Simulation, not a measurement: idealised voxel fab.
process module | voxel fin reveal
cross-section cut | 155 nm wide | cells 5 nm
A cross-section is a grid of square cells, given in bands from the top down. A band is one or more rows of cells.
Each band's line starts with the height of the band's top and of its bottom, in nm. Then come its materials from left to right, each with its width in nm. One material with "throughout" fills the band from edge to edge. "air" is empty space.
Height 0 is the level under which the wafer as received is all one material. The lowest band goes on downwards, as in "0 down".
A width such as "30 to 40" changes by the same amount from each row of cells to the next, from the band's top row to its bottom row.
"no change" after a step means that no cell of the cross-section changed.
closed voids: empty space of 8 cells or more with no open way to the top, each as width x height at its distance from the left edge, in nm
after a step's settings: what the simulator itself notes on the step
overlay nm, on a step with a mask: how far to the right of its planned place the mask lay; to the left if negative
plan
1 op RECEIVE | material Si
2 op CONFORMAL_DEP | material SiN | thk nm 5
3 op MASKED_ETCH | tone cover | mask id FINS | width nm 15 | pitch nm 40 | etch materials SiN | depth nm 5 | overlay nm 0
4 op MASKED_ETCH | tone cover | mask id FINS | width nm 15 | pitch nm 40 | etch materials Si | depth nm 35 | overlay nm 0
5 op OXIDIZE | depth nm 5
6 op FILL_DEP | material SiO2 | thk nm 10
7 op CMP | height nm 5
8 op SELECTIVE_ETCH | etch materials SiO2 | depth nm 30
9 op STRIP | etch materials SiN
varied across the wafers: width nm of step 4. The plan shows the first wafer's value. All wafers start alike
first wafer as received, after step 1
  0 down: Si throughout
  closed voids: none
first wafer at the end, after step 9
  0 to -25: air 35 | Si 5 | air 35 | Si 5 | air 35 | Si 5 | air 35
  -25 to -40: SiO2 35 | Si 5 | SiO2 35 | Si 5 | SiO2 35 | Si 5 | SiO2 35
  -40 down: Si throughout
  closed voids: none
last wafer at the end
  0 to -5: air 35 | Si 5 | air 35 | Si 5 | air 35 | Si 5 | air 35
  -5 to -25: air 30 | Si 15 | air 25 | Si 15 | air 25 | Si 15 | air 30
  -25 to -40: SiO2 30 | Si 15 | SiO2 25 | Si 15 | SiO2 25 | Si 15 | SiO2 30
  -40 down: Si throughout
  closed voids: none
each wafer at the end: cells of each material gained (+) or lost (-) since it was received, then its closed voids
width nm 15 | -224 Si | +84 SiO2 | closed voids: none
width nm 20 | -203 Si | +75 SiO2 | closed voids: none
width nm 25 | -182 Si | +66 SiO2 | closed voids: none
